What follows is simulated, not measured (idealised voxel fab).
process module | voxel air gaps
cross-section cut | 270 nm wide | cells 5 nm
A cross-section is a grid of square cells, given in bands from the top down. A band is one or more rows of cells.
Each band's line starts with the height of the band's top and of its bottom, in nm. Then come its materials from left to right, each with its width in nm. One material with "throughout" fills the band from edge to edge. "air" is empty space.
Height 0 is the level under which the wafer as received is all one material. The lowest band goes on downwards, as in "0 down".
A width such as "30 to 40" changes by the same amount from each row of cells to the next, from the band's top row to its bottom row.
"no change" after a step means that no cell of the cross-section changed.
closed voids: empty space of 8 cells or more with no open way to the top, each as width x height at its distance from the left edge, in nm
after a step's settings: what the simulator itself notes on the step
overlay nm, on a step with a mask: how far to the right of its planned place the mask lay; to the left if negative
plan
1 op RECEIVE | material Si
2 op CONFORMAL_DEP | material SiO2 | thk nm 10
3 op CONFORMAL_DEP | material SiCN | thk nm 5
4 op DIRECTIONAL_DEP | material lowk | thk nm 40
5 op DIRECTIONAL_DEP | material aC | thk nm 15
6 op PATTERN | tone open | mask id LINES | material resist | width nm 15 | pitch nm 40 | thk nm 35 | overlay nm 0
7 op DIRECTIONAL_ETCH | etch materials aC | depth nm 15
8 op STRIP | etch materials resist
9 op DIRECTIONAL_ETCH | etch materials lowk | depth nm 40
10 op STRIP | etch materials aC
11 op CONFORMAL_DEP | material TiN | thk nm 5
12 op FILL_DEP | material W | thk nm 10
13 op CMP | height nm 55
14 op EPI | material Ru | thk nm 10
15 op SELECTIVE_ETCH | etch materials lowk | depth nm 50
16 op CONFORMAL_DEP | material SiCN | thk nm 5
as received, after step 1
  0 down: Si throughout
  closed voids: none
first wafer at the end, as planned
  70 to 65: air 70 | SiCN 125 | air 75
  65 to 55: air 70 | SiCN 5 | Ru 35 | SiCN 5 | Ru 35 | SiCN 5 | Ru 35 | SiCN 5 | air 75
  55 to 50: air 70 | SiCN 15 | TiN 5 | W 5 | TiN 5 | SiCN 25 | TiN 5 | W 5 | TiN 5 | SiCN 25 | TiN 5 | W 5 | TiN 5 | SiCN 15 | air 75
  50 to 20: air 80 | SiCN 5 | TiN 5 | W 5 | TiN 5 | SiCN 5 | air 15 | SiCN 5 | TiN 5 | W 5 | TiN 5 | SiCN 5 | air 15 | SiCN 5 | TiN 5 | W 5 | TiN 5 | SiCN 5 | air 85
  20 to 15: SiCN 85 | TiN 15 | SiCN 25 | TiN 15 | SiCN 25 | TiN 15 | SiCN 90
  15 to 10: SiCN throughout
  10 to 0: SiO2 throughout
  0 down: Si throughout
  closed voids: 15 x 30 at 105; 15 x 30 at 145
second wafer at the end: like start, like plan, one mistake
  70 to 65: air 65 | SiCN 135 | air 70
  65 to 55: air 65 | SiCN 5 | Ru 125 | SiCN 5 | air 70
  55 to 50: air 65 | SiCN 15 | TiN 5 | W 15 | TiN 5 | lowk 15 | TiN 5 | W 15 | TiN 5 | lowk 15 | TiN 5 | W 15 | TiN 5 | SiCN 15 | air 70
  50 to 20: air 75 | SiCN 5 | TiN 5 | W 15 | TiN 5 | lowk 15 | TiN 5 | W 15 | TiN 5 | lowk 15 | TiN 5 | W 15 | TiN 5 | SiCN 5 | air 80
  20 to 15: SiCN 80 | TiN 25 | lowk 15 | TiN 25 | lowk 15 | TiN 25 | SiCN 85
  15 to 10: SiCN throughout
  10 to 0: SiO2 throughout
  0 down: Si throughout
  closed voids: none
what went wrong: step 6 ran as: op PATTERN | tone open | mask id LINES | material resist | width nm 25 | pitch nm 40 | thk nm 35 | overlay nm 0
at the end the second wafer has, in cells: 8 more of Ru | 48 fewer of SiCN | 6 more of TiN | 42 more of W | 48 more of lowk
closed voids at the end (first wafer, second wafer): 2, 0
